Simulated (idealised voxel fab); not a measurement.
A process module follows: voxel capacitor over wiring.
In the cross-section labelled cut, the width is 215 nm and each square cell is 5 nm.
Cross-sections here: square-cell grids, written as top-down lists of bands, a band being one or more rows of cells. Band: top and bottom heights (nm) first, top before bottom; then materials from left to right, widths in nm. "edge to edge" marks a sole material filling the band edge to edge. "blank" denotes empty space. A quick word on heights: they are counted from 0, and under that level the wafer as it came to us is one material throughout. The lowest band is different from the rest in having no bottom; it simply continues downward, written as in "0 -> down". Note: "30 to 40" means the width goes from the first number (top row of the band) to the second number (bottom row) in equal steps per row of cells. The cross-section has no changed cell in any step marked "remained the same". Voids not open to the top, 8 cells minimum: see "Tabulated closed voids". Written width x height at distance; distance is from the left edge; nm. Heads up: the bit after the settings on a step's line is the simulator's remark on that step. overlay nm, on a step with a mask: how far to the right of its planned place the mask lay; to the left if negative.
### So here's the lineup of process steps we planned
1 RECEIVE (material Si)
2 CONFORMAL_DEP (material SiO2; thk nm 15)
3 CONFORMAL_DEP (material SiN; thk nm 5)
4 DIRECTIONAL_DEP (material SiO2; thk nm 25)
5 PATTERN (tone open; mask id METAL_1; material resist; width nm 25; pitch nm 80; thk nm 15; overlay nm 0)
6 DIRECTIONAL_ETCH (etch materials SiO2; depth nm 25)
7 DIRECTIONAL_ETCH (etch materials SiN; depth nm 5)
8 STRIP (etch materials resist)
9 CONFORMAL_DEP (material TiN; thk nm 5)
10 FILL_DEP (material W; thk nm 10)
11 CMP (height nm 45)
12 EPI (material Ru; thk nm 5)
13 FILL_DEP (material SiCN; thk nm 5)
14 DIRECTIONAL_DEP (material lowk; thk nm 15)
15 PATTERN (tone open; mask id PLUG_1; material resist; width nm 15; thk nm 15; overlay nm 0)
16 DIRECTIONAL_ETCH (etch materials lowk; depth nm 15)
17 DIRECTIONAL_ETCH (etch materials SiCN; depth nm 5)
18 STRIP (etch materials resist)
19 EPI (material Ru; thk nm 10)
20 EPI (material Ru; thk nm 10)
21 DIRECTIONAL_DEP (material TiN; thk nm 5)
22 DIRECTIONAL_DEP (material HfO2; thk nm 5)
23 DIRECTIONAL_DEP (material TiN; thk nm 5)
24 PATTERN (tone cover; mask id UPPER_PLATE; material resist; width nm 60; thk nm 20; overlay nm 0)
25 DIRECTIONAL_ETCH (etch materials TiN; depth nm 5)
26 DIRECTIONAL_ETCH (etch materials HfO2; depth nm 5)
27 STRIP (etch materials resist)
28 PATTERN (tone cover; mask id LOWER_PLATE; material resist; width nm 70; thk nm 20; overlay nm 0)
29 DIRECTIONAL_ETCH (etch materials TiN; depth nm 5)
30 STRIP (etch materials resist)
31 FILL_DEP (material SiO2; thk nm 20)
32 CMP (height nm 100)
33 MASKED_ETCH (tone open; mask id PLUG_2; width nm 15; etch materials SiO2; depth nm 15; overlay nm 0)
34 CONFORMAL_DEP (material TiN; thk nm 5)
35 FILL_DEP (material Ru; thk nm 10)
36 CMP (height nm 100)
37 CONFORMAL_DEP (material SiCN; thk nm 5)
### as received, after step 1
> 0 -> down = Si edge to edge
> Tabulated closed voids: none
### Wafer at module end, in section. Began as above, planned as above, run with one mistake
> 105 -> 100 = SiCN edge to edge
> 100 -> 90 = SiO2 75 / TiN 5 / Ru 5 / TiN 5 / SiO2 125
> 90 -> 80 = SiO2 75 to 65 / TiN 15 to 60 / SiO2 125 to 90
> 80 -> 75 = SiO2 65 / HfO2 60 / SiO2 90
> 75 -> 70 = Ru edge to edge
> 70 -> 55 = lowk 65 / Ru 15 / lowk 135
> 55 -> 50 = SiCN 65 / Ru 15 / SiCN 135
> 50 -> 45 = SiCN 50 / Ru 35 / SiCN 45 / Ru 35 / SiCN 50
> 45 -> 20 = SiO2 55 / TiN 5 / W 15 / TiN 5 / SiO2 55 / TiN 5 / W 15 / TiN 5 / SiO2 55
> 20 -> 15 = SiN 55 / TiN 25 / SiN 55 / TiN 25 / SiN 55
> 15 -> 0 = SiO2 edge to edge
> 0 -> down = Si edge to edge
> Tabulated closed voids: none
What was the processing mistake? step 21, actual vs plan mismatch, actual run DIRECTIONAL_DEP (material Ru; thk nm 5)
